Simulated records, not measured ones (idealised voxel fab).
The process module presented herein is designated voxel double patterning.
Square cells of 5 nm make up the cross-section cut, whose width is 220 nm.
Cross-section spec: square-cell grid; bands listed top down; each band is one or more rows.
A band entry consists of two parts. The first gives the height of the band's top and the height of its bottom, in nm. The rest lists the band's materials from left to right, each with its width in nm. A single material labelled with the word "all across" fills the band from edge to edge, and the word "blank" marks empty space.
Heights are measured from 0, the level below which the as-received wafer is all one material; the lowest band has no bottom and continues downward, written as in "0 nm and below".
Note: "30->40" means the width goes from the first number (top row of the band) to the second number (bottom row) in equal steps per row of cells.
You'll sometimes find "remains unaltered" written for a step, and that's the way of saying that nowhere in the cross-section did a cell change during that step.
"Closed void catalog" lists enclosed empty spaces (at least 8 cells, no open path upward to the top), each as width x height at distance from the left edge, in nm.
On a step's line, text after the settings is the simulator commenting on that step.
The line of a step may include "overlay nm". On a step with a mask, this value is how far to the right of its planned place the mask lay. A negative value means the mask lay to the left.

HERE'S WHAT THE PLANNED PROCESS STEPS LOOK LIKE
1,RECEIVE,material Si
2,CONFORMAL_DEP,material SiO2,thk nm 10
3,DIRECTIONAL_DEP,material W,thk nm 15
4,DIRECTIONAL_DEP,material SiCN,thk nm 5
5,DIRECTIONAL_DEP,material aC,thk nm 10
6,PATTERN,tone open,mask id FIRST,material resist,width nm 15,pitch nm 50,thk nm 25,overlay nm 0
7,DIRECTIONAL_ETCH,etch materials aC,depth nm 10
8,STRIP,etch materials resist
9,DIRECTIONAL_ETCH,etch materials SiCN,depth nm 5
10,STRIP,etch materials aC
11,DIRECTIONAL_DEP,material aC,thk nm 10
12,PATTERN,tone open,mask id SECOND,material resist,width nm 15,pitch nm 50,thk nm 30,overlay nm 0
13,DIRECTIONAL_ETCH,etch materials aC,depth nm 10
14,STRIP,etch materials resist
15,DIRECTIONAL_ETCH,etch materials SiCN,depth nm 5
16,STRIP,etch materials aC
17,DIRECTIONAL_ETCH,etch materials W,depth nm 15
18,STRIP,etch materials SiCN

THE FIRST OF THE TWO WAFERS, WHICH RAN AS PLANNED

DELIVERED WAFER IN CROSS-SECTION: STATE AFTER STEP 1
- 0 nm and below  Si all across
- Closed void catalog: none

TAKE A LOOK AT THE WAFER'S CROSS-SECTION AFTER STEP 2
- 10 nm to 0 nm  SiO2 all across
- Under 0: no change, same as before.

TAKE A LOOK AT THE WAFER'S CROSS-SECTION AFTER STEP 3
- 25 nm to 10 nm  W all across
- Under 10: no change, same as before.

TAKE A LOOK AT THE WAFER'S CROSS-SECTION AFTER STEP 4
- 30 nm to 25 nm  SiCN all across
- Under 25: no change, same as before.

TAKE A LOOK AT THE WAFER'S CROSS-SECTION AFTER STEP 5
- 40 nm to 30 nm  aC all across
- Under 30: no change, same as before.

TAKE A LOOK AT THE WAFER'S CROSS-SECTION AFTER STEP 6
- 65 nm to 40 nm  50 resist / 15 blank / 35 resist / 15 blank / 35 resist / 15 blank / 55 resist
- Under 40: no change, same as before.

TAKE A LOOK AT THE WAFER'S CROSS-SECTION AFTER STEP 7
- 55 nm to 40 nm  50 resist / 15 blank / 35 resist / 15 blank / 35 resist / 15 blank / 55 resist
- 40 nm to 30 nm  50 aC / 15 blank / 35 aC / 15 blank / 35 aC / 15 blank / 55 aC
- Under 30: no change, same as before.

TAKE A LOOK AT THE WAFER'S CROSS-SECTION AFTER STEP 8
- 40 nm to 30 nm  50 aC / 15 blank / 35 aC / 15 blank / 35 aC / 15 blank / 55 aC
- Under 30: no change, same as before.

TAKE A LOOK AT THE WAFER'S CROSS-SECTION AFTER STEP 9
- 40 nm to 30 nm  50 aC / 15 blank / 35 aC / 15 blank / 35 aC / 15 blank / 55 aC
- 30 nm to 25 nm  50 SiCN / 15 blank / 35 SiCN / 15 blank / 35 SiCN / 15 blank / 55 SiCN
- Under 25: no change, same as before.

TAKE A LOOK AT THE WAFER'S CROSS-SECTION AFTER STEP 10
- 30 nm to 25 nm  50 SiCN / 15 blank / 35 SiCN / 15 blank / 35 SiCN / 15 blank / 55 SiCN
- Under 25: no change, same as before.

TAKE A LOOK AT THE WAFER'S CROSS-SECTION AFTER STEP 11
- 40 nm to 35 nm  50 aC / 15 blank / 35 aC / 15 blank / 35 aC / 15 blank / 55 aC
- 35 nm to 30 nm  aC all across
- 30 nm to 25 nm  50 SiCN / 15 aC / 35 SiCN / 15 aC / 35 SiCN / 15 aC / 55 SiCN
- Under 25: no change, same as before.

TAKE A LOOK AT THE WAFER'S CROSS-SECTION AFTER STEP 12
- 70 nm to 40 nm  75 resist / 15 blank / 35 resist / 15 blank / 80 resist
- 40 nm to 35 nm  50 aC / 15 resist / 35 aC / 15 resist / 35 aC / 15 resist / 55 aC
- Under 35: no change, same as before.

TAKE A LOOK AT THE WAFER'S CROSS-SECTION AFTER STEP 13
- 60 nm to 40 nm  75 resist / 15 blank / 35 resist / 15 blank / 80 resist
- 40 nm to 35 nm  50 aC / 15 resist / 10 aC / 15 blank / 10 aC / 15 resist / 10 aC / 15 blank / 10 aC / 15 resist / 55 aC
- 35 nm to 30 nm  75 aC / 15 blank / 35 aC / 15 blank / 80 aC
- Under 30: no change, same as before.

TAKE A LOOK AT THE WAFER'S CROSS-SECTION AFTER STEP 14
- 40 nm to 35 nm  50 aC / 15 blank / 10 aC / 15 blank / 10 aC / 15 blank / 10 aC / 15 blank / 10 aC / 15 blank / 55 aC
- Under 35: no change, same as before.

TAKE A LOOK AT THE WAFER'S CROSS-SECTION AFTER STEP 15
- 40 nm to 35 nm  50 aC / 15 blank / 10 aC / 15 blank / 10 aC / 15 blank / 10 aC / 15 blank / 10 aC / 15 blank / 55 aC
- 35 nm to 30 nm  75 aC / 15 blank / 35 aC / 15 blank / 80 aC
- 30 nm to 25 nm  50 SiCN / 15 aC / 10 SiCN / 15 blank / 10 SiCN / 15 aC / 10 SiCN / 15 blank / 10 SiCN / 15 aC / 55 SiCN
- Under 25: no change, same as before.

TAKE A LOOK AT THE WAFER'S CROSS-SECTION AFTER STEP 16
- 30 nm to 25 nm  50 SiCN / 15 blank / 10 SiCN / 15 blank / 10 SiCN / 15 blank / 10 SiCN / 15 blank / 10 SiCN / 15 blank / 55 SiCN
- Under 25: no change, same as before.

TAKE A LOOK AT THE WAFER'S CROSS-SECTION AFTER STEP 17
- 30 nm to 25 nm  50 SiCN / 15 blank / 10 SiCN / 15 blank / 10 SiCN / 15 blank / 10 SiCN / 15 blank / 10 SiCN / 15 blank / 55 SiCN
- 25 nm to 10 nm  50 W / 15 blank / 10 W / 15 blank / 10 W / 15 blank / 10 W / 15 blank / 10 W / 15 blank / 55 W
- Under 10: no change, same as before.

TAKE A LOOK AT THE WAFER'S CROSS-SECTION AFTER STEP 18
- 25 nm to 10 nm  50 W / 15 blank / 10 W / 15 blank / 10 W / 15 blank / 10 W / 15 blank / 10 W / 15 blank / 55 W
- Under 10: no change, same as before.

OKAY, SECOND WAFER. NOTHING DIFFERENT AT THE START, NOTHING DIFFERENT IN THE PLAN, JUST ONE MISTAKE SOMEWHERE IN THE RUNNING. AS FAR AS STEP 1, COUNTING THAT STEP, IT'S THE FIRST WAFER ALL OVER AGAIN

CROSS-SECTION OF THE SECOND WAFER AT THE TIME STEP 2 OF THE PLAN SHOULD HAVE ENDED
- 15 nm to 0 nm  W all across
- Under 0: no change, same as before.

CROSS-SECTION OF THE SECOND WAFER AT THE TIME STEP 3 OF THE PLAN SHOULD HAVE ENDED
- 25 nm to 15 nm  SiO2 all across
- Under 15: no change, same as before.

CROSS-SECTION OF THE SECOND WAFER AT THE TIME STEP 4 OF THE PLAN SHOULD HAVE ENDED
- 30 nm to 25 nm  SiCN all across
- Under 25: no change, same as before.

CROSS-SECTION OF THE SECOND WAFER AT THE TIME STEP 5 OF THE PLAN SHOULD HAVE ENDED
- 40 nm to 30 nm  aC all across
- Under 30: no change, same as before.

CROSS-SECTION OF THE SECOND WAFER AT THE TIME STEP 6 OF THE PLAN SHOULD HAVE ENDED
- 65 nm to 40 nm  50 resist / 15 blank / 35 resist / 15 blank / 35 resist / 15 blank / 55 resist
- Under 40: no change, same as before.

CROSS-SECTION OF THE SECOND WAFER AT THE TIME STEP 7 OF THE PLAN SHOULD HAVE ENDED
- 55 nm to 40 nm  50 resist / 15 blank / 35 resist / 15 blank / 35 resist / 15 blank / 55 resist
- 40 nm to 30 nm  50 aC / 15 blank / 35 aC / 15 blank / 35 aC / 15 blank / 55 aC
- Under 30: no change, same as before.

CROSS-SECTION OF THE SECOND WAFER AT THE TIME STEP 8 OF THE PLAN SHOULD HAVE ENDED
- 40 nm to 30 nm  50 aC / 15 blank / 35 aC / 15 blank / 35 aC / 15 blank / 55 aC
- Under 30: no change, same as before.

CROSS-SECTION OF THE SECOND WAFER AT THE TIME STEP 9 OF THE PLAN SHOULD HAVE ENDED
- 40 nm to 30 nm  50 aC / 15 blank / 35 aC / 15 blank / 35 aC / 15 blank / 55 aC
- 30 nm to 25 nm  50 SiCN / 15 blank / 35 SiCN / 15 blank / 35 SiCN / 15 blank / 55 SiCN
- Under 25: no change, same as before.

CROSS-SECTION OF THE SECOND WAFER AT THE TIME STEP 10 OF THE PLAN SHOULD HAVE ENDED
- 30 nm to 25 nm  50 SiCN / 15 blank / 35 SiCN / 15 blank / 35 SiCN / 15 blank / 55 SiCN
- Under 25: no change, same as before.

CROSS-SECTION OF THE SECOND WAFER AT THE TIME STEP 11 OF THE PLAN SHOULD HAVE ENDED
- 40 nm to 35 nm  50 aC / 15 blank / 35 aC / 15 blank / 35 aC / 15 blank / 55 aC
- 35 nm to 30 nm  aC all across
- 30 nm to 25 nm  50 SiCN / 15 aC / 35 SiCN / 15 aC / 35 SiCN / 15 aC / 55 SiCN
- Under 25: no change, same as before.

CROSS-SECTION OF THE SECOND WAFER AT THE TIME STEP 12 OF THE PLAN SHOULD HAVE ENDED
- 70 nm to 40 nm  75 resist / 15 blank / 35 resist / 15 blank / 80 resist
- 40 nm to 35 nm  50 aC / 15 resist / 35 aC / 15 resist / 35 aC / 15 resist / 55 aC
- Under 35: no change, same as before.

CROSS-SECTION OF THE SECOND WAFER AT THE TIME STEP 13 OF THE PLAN SHOULD HAVE ENDED
- 60 nm to 40 nm  75 resist / 15 blank / 35 resist / 15 blank / 80 resist
- 40 nm to 35 nm  50 aC / 15 resist / 10 aC / 15 blank / 10 aC / 15 resist / 10 aC / 15 blank / 10 aC / 15 resist / 55 aC
- 35 nm to 30 nm  75 aC / 15 blank / 35 aC / 15 blank / 80 aC
- Under 30: no change, same as before.

CROSS-SECTION OF THE SECOND WAFER AT THE TIME STEP 14 OF THE PLAN SHOULD HAVE ENDED
- 40 nm to 35 nm  50 aC / 15 blank / 10 aC / 15 blank / 10 aC / 15 blank / 10 aC / 15 blank / 10 aC / 15 blank / 55 aC
- Under 35: no change, same as before.

CROSS-SECTION OF THE SECOND WAFER AT THE TIME STEP 15 OF THE PLAN SHOULD HAVE ENDED
- 40 nm to 35 nm  50 aC / 15 blank / 10 aC / 15 blank / 10 aC / 15 blank / 10 aC / 15 blank / 10 aC / 15 blank / 55 aC
- 35 nm to 30 nm  75 aC / 15 blank / 35 aC / 15 blank / 80 aC
- 30 nm to 25 nm  50 SiCN / 15 aC / 10 SiCN / 15 blank / 10 SiCN / 15 aC / 10 SiCN / 15 blank / 10 SiCN / 15 aC / 55 SiCN
- Under 25: no change, same as before.

CROSS-SECTION OF THE SECOND WAFER AT THE TIME STEP 16 OF THE PLAN SHOULD HAVE ENDED
- 30 nm to 25 nm  50 SiCN / 15 blank / 10 SiCN / 15 blank / 10 SiCN / 15 blank / 10 SiCN / 15 blank / 10 SiCN / 15 blank / 55 SiCN
- Under 25: no change, same as before.

Cross-section of the second wafer at the time step 17 of the plan should have ended: remains unaltered

CROSS-SECTION OF THE SECOND WAFER AT THE TIME STEP 18 OF THE PLAN SHOULD HAVE ENDED
- 25 nm to 15 nm  SiO2 all across
- Under 15: no change, same as before.
Finding, execution versus plan: note: step 2 <-> step 3, run order reversed vs plan
FYI, end of process, the second wafer has more or fewer cells of some materials than the first: 45 more of W
